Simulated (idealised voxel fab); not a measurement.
The following process module bears the name voxel spacer lines.
Square cell edge 5 nm, section width 165 nm, ID cut.
This document writes a cross-section as a grid whose cells are square, and gives it as bands, listed from the top down; one or more rows of cells form a band. This entry defines a band. It first specifies the height of the band's top and the height of its bottom in nm, and then specifies the band's materials from left to right, stating each material with its width in nm. The word "edge to edge" identifies a single material that fills the band from edge to edge, while the word "blank" identifies empty space. Heads up on the height convention: 0 is the point under which the incoming wafer is all one material, and the lowest band has no bottom, it just keeps going down, like "from 0 down". Width "30 to 40": first value at the band's top row of cells, second value at its bottom row, equal change from row to row. No cell of the cross-section changed in a step that is given as "all unchanged". Basically, "Closed cavities" tells you about the enclosed voids: empty spaces with no open way to the top, 8 cells or bigger, each written width x height at distance, where distance is from the left edge, all in nm. Note: text after step settings on the step line = simulator remark on that step. The setting "overlay nm" may be written on the line of a step. When the step uses a mask, the value reports how far to the right of the planned place the mask lay, and a negative value reports that it lay to the left.

Process steps - plan:
step 1: RECEIVE with material Si
step 2: CONFORMAL_DEP with material SiO2, thk nm 5
step 3: DIRECTIONAL_DEP with material W, thk nm 20
step 4: DIRECTIONAL_DEP with material polySi, thk nm 30
step 5: PATTERN with tone cover, mask id MANDREL, material resist, width nm 20, pitch nm 60, thk nm 40, overlay nm 0
step 6: DIRECTIONAL_ETCH with etch materials polySi, depth nm 30
step 7: STRIP with etch materials resist
step 8: CONFORMAL_DEP with material SiN, thk nm 10
step 9: DIRECTIONAL_ETCH with etch materials SiN, depth nm 10
step 10: STRIP with etch materials polySi
step 11: DIRECTIONAL_ETCH with etch materials W, depth nm 20
step 12: STRIP with etch materials SiN

The cross-section here shows the wafer as received, i.e. in its state after step 1:
- from 0 down = Si edge to edge
- Closed cavities: none

Look at the cross-section after the module: the wafer started out the way shown above and the plan was the one shown above, yet one mistake was made along the way:
- from 25 to 5 = blank 20  W 10  blank 20  W 10  blank 20  W 10  blank 20  W 10  blank 45
- from 5 to 0 = SiO2 edge to edge
- from 0 down = Si edge to edge
- Closed cavities: none
Against the plan, the run slipped here: the process deviated at step 5: the operation and settings actually run there were PATTERN with tone cover, mask id MANDREL, material resist, width nm 20, pitch nm 60, thk nm 40, overlay nm -10
